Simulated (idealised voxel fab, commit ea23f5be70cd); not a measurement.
process module | voxel self aligned contacts
cross-section cut | 180 nm wide | cells 5 nm
A cross-section is a grid of square cells, given in bands from the top down. A band is one or more rows of cells.
Each band's line starts with the height of the band's top and of its bottom, in nm. Then come its materials from left to right, each with its width in nm. One material with "throughout" fills the band from edge to edge. "air" is empty space.
Height 0 is the level under which the wafer as received is all one material. The lowest band goes on downwards, as in "0 down".
A width such as "30 to 40" changes by the same amount from each row of cells to the next, from the band's top row to its bottom row.
"no change" after a step means that no cell of the cross-section changed.
closed voids: empty space of 8 cells or more with no open way to the top, each as width x height at its distance from the left edge, in nm
after a step's settings: what the simulator itself notes on the step
overlay nm, on a step with a mask: how far to the right of its planned place the mask lay; to the left if negative
plan
1 op RECEIVE | material Si
2 op CONFORMAL_DEP | material SiO2 | thk nm 5
3 op DIRECTIONAL_DEP | material polySi | thk nm 25
4 op DIRECTIONAL_DEP | material SiN | thk nm 20
5 op PATTERN | tone cover | mask id GATE | material resist | width nm 25 | pitch nm 65 | thk nm 20 | overlay nm 0
6 op DIRECTIONAL_ETCH | etch materials SiN | depth nm 20
7 op DIRECTIONAL_ETCH | etch materials polySi | depth nm 25
8 op STRIP | etch materials resist
9 op CONFORMAL_DEP | material SiN | thk nm 10
10 op DIRECTIONAL_ETCH | etch materials SiN | depth nm 10
11 op FILL_DEP | material SiO2 | thk nm 20
12 op CMP | height nm 60
13 op PATTERN | tone open | mask id CONTACT | material resist | width nm 50 | thk nm 15 | overlay nm 0
14 op DIRECTIONAL_ETCH | etch materials SiO2 | depth nm 60
15 op STRIP | etch materials resist
16 op CONFORMAL_DEP | material TiN | thk nm 5
17 op FILL_DEP | material Ru | thk nm 5
18 op CMP | height nm 60
19 op CONFORMAL_DEP | material SiCN | thk nm 5
as received, after step 1
  0 down: Si throughout
  closed voids: none
a wafer at the end: this start, this plan, one mistake
  65 to 60: SiCN throughout
  60 to 50: Ru 60 to 30 | TiN 5 to 35 | SiO2 50 | TiN 5 to 35 | Ru 60 to 30
  50 to 30: Ru 30 | TiN 5 | SiN 45 | SiO2 20 | SiN 45 | TiN 5 | Ru 30
  30 to 5: Ru 30 | TiN 5 | SiN 10 | polySi 25 | SiN 10 | SiO2 20 | SiN 10 | polySi 25 | SiN 10 | TiN 5 | Ru 30
  5 to 0: TiN 35 | SiO2 110 | TiN 35
  0 down: Si throughout
  closed voids: none
what went wrong: step 13 ran as: op PATTERN | tone cover | mask id CONTACT | material resist | width nm 50 | thk nm 15 | overlay nm 0
